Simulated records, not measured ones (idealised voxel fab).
A process module follows: voxel double patterning.
Section shown: cut. Width: 215 nm. Cell size: 5 nm, square.
A cross-section is written here as square cells arranged in a grid, and it is given in bands from the top down, each band taking up one or more rows of cells.
Look at the band entry: it leads with the top's height and the bottom's height in nm. Then it lists the materials left to right, with a width in nm for each. The word "throughout" on a single material says that material fills the band edge to edge. The word "empty" is empty space.
The level at which height equals 0 is the one under which the wafer, as it arrives, is entirely one material. No lower edge exists for the bottom band, which continues downward and is notated as in "0 nm and below".
Top row gets the first number, bottom row gets the second, and each row in between changes by the same step: that is how a band width like "30..40" works.
No cell of the cross-section changed in a step that is given as "nothing got changed".
"Closed cavity list" lists enclosed empty spaces (at least 8 cells, no open path upward to the top), each as width x height at distance from the left edge, in nm.
Where a step's line continues beyond its settings, the continuation is a remark by the simulator itself on that step.
Steps that use a mask can have "overlay nm" on their line. It says how far the mask sat to the right of where it was meant to be. Negative means to the left.

Planned process steps
step 1: RECEIVE, material Si
step 2: CONFORMAL_DEP, material SiO2, thk nm 5
step 3: DIRECTIONAL_DEP, material TiN, thk nm 20
step 4: DIRECTIONAL_DEP, material SiCN, thk nm 5
step 5: PATTERN, tone open, mask id FIRST, material resist, width nm 15, pitch nm 50, thk nm 15, overlay nm 0
step 6: DIRECTIONAL_ETCH, etch materials SiCN, depth nm 5
step 7: STRIP, etch materials resist
step 8: PATTERN, tone open, mask id SECOND, material resist, width nm 15, thk nm 20, overlay nm 0
step 9: DIRECTIONAL_ETCH, etch materials SiCN, depth nm 5
step 10: STRIP, etch materials resist
step 11: DIRECTIONAL_ETCH, etch materials TiN, depth nm 20
step 12: STRIP, etch materials SiCN

Account of the first of two wafers, which was processed as intended

Cross-section of the wafer upon arrival, representing the state reached after step 1
	0 nm and below  Si throughout
	Closed cavity list: none

Cross-section of the wafer after step 2
	5 nm to 0 nm  SiO2 throughout
	Anything lower than 0 is untouched.

Cross-section of the wafer after step 3
	25 nm to 5 nm  TiN throughout
	Anything lower than 5 is untouched.

Cross-section of the wafer after step 4
	30 nm to 25 nm  SiCN throughout
	Anything lower than 25 is untouched.

Cross-section of the wafer after step 5
	45 nm to 30 nm  resist (75) | empty (15) | resist (35) | empty (15) | resist (75)
	Anything lower than 30 is untouched.

Cross-section of the wafer after step 6
	45 nm to 30 nm  resist (75) | empty (15) | resist (35) | empty (15) | resist (75)
	30 nm to 25 nm  SiCN (75) | empty (15) | SiCN (35) | empty (15) | SiCN (75)
	Anything lower than 25 is untouched.

Cross-section of the wafer after step 7
	30 nm to 25 nm  SiCN (75) | empty (15) | SiCN (35) | empty (15) | SiCN (75)
	Anything lower than 25 is untouched.

Cross-section of the wafer after step 8
	50 nm to 30 nm  resist (100) | empty (15) | resist (100)
	30 nm to 25 nm  SiCN (75) | resist (15) | SiCN (35) | resist (15) | SiCN (75)
	Anything lower than 25 is untouched.

Cross-section of the wafer after step 9
	50 nm to 30 nm  resist (100) | empty (15) | resist (100)
	30 nm to 25 nm  SiCN (75) | resist (15) | SiCN (10) | empty (15) | SiCN (10) | resist (15) | SiCN (75)
	Anything lower than 25 is untouched.

Cross-section of the wafer after step 10
	30 nm to 25 nm  SiCN (75) | empty (15) | SiCN (10) | empty (15) | SiCN (10) | empty (15) | SiCN (75)
	Anything lower than 25 is untouched.

Cross-section of the wafer after step 11
	30 nm to 25 nm  SiCN (75) | empty (15) | SiCN (10) | empty (15) | SiCN (10) | empty (15) | SiCN (75)
	25 nm to 5 nm  TiN (75) | empty (15) | TiN (10) | empty (15) | TiN (10) | empty (15) | TiN (75)
	Anything lower than 5 is untouched.

Cross-section of the wafer after step 12
	25 nm to 5 nm  TiN (75) | empty (15) | TiN (10) | empty (15) | TiN (10) | empty (15) | TiN (75)
	Anything lower than 5 is untouched.

Second wafer: like start, like plan, one mistake. Through step 10 it matches the first wafer

Second wafer profile in section, at the moment step 11 of the plan was meant to be complete
	30 nm to 25 nm  SiCN (75) | empty (15) | SiCN (10) | empty (15) | SiCN (10) | empty (15) | SiCN (75)
	25 nm to 10 nm  TiN (75) | empty (15) | TiN (10) | empty (15) | TiN (10) | empty (15) | TiN (75)
	Anything lower than 10 is untouched.

Second wafer profile in section, at the moment step 12 of the plan was meant to be complete
	25 nm to 10 nm  TiN (75) | empty (15) | TiN (10) | empty (15) | TiN (10) | empty (15) | TiN (75)
	Anything lower than 10 is untouched.
It is concluded that the wafer was processed incorrectly with respect to the plan, in that step 11 went in with a setting other than planned; the actual run was DIRECTIONAL_ETCH, etch materials TiN, depth nm 15
Wafer comparison, final, in cells, second relative to first, materials more or fewer: +9 TiN
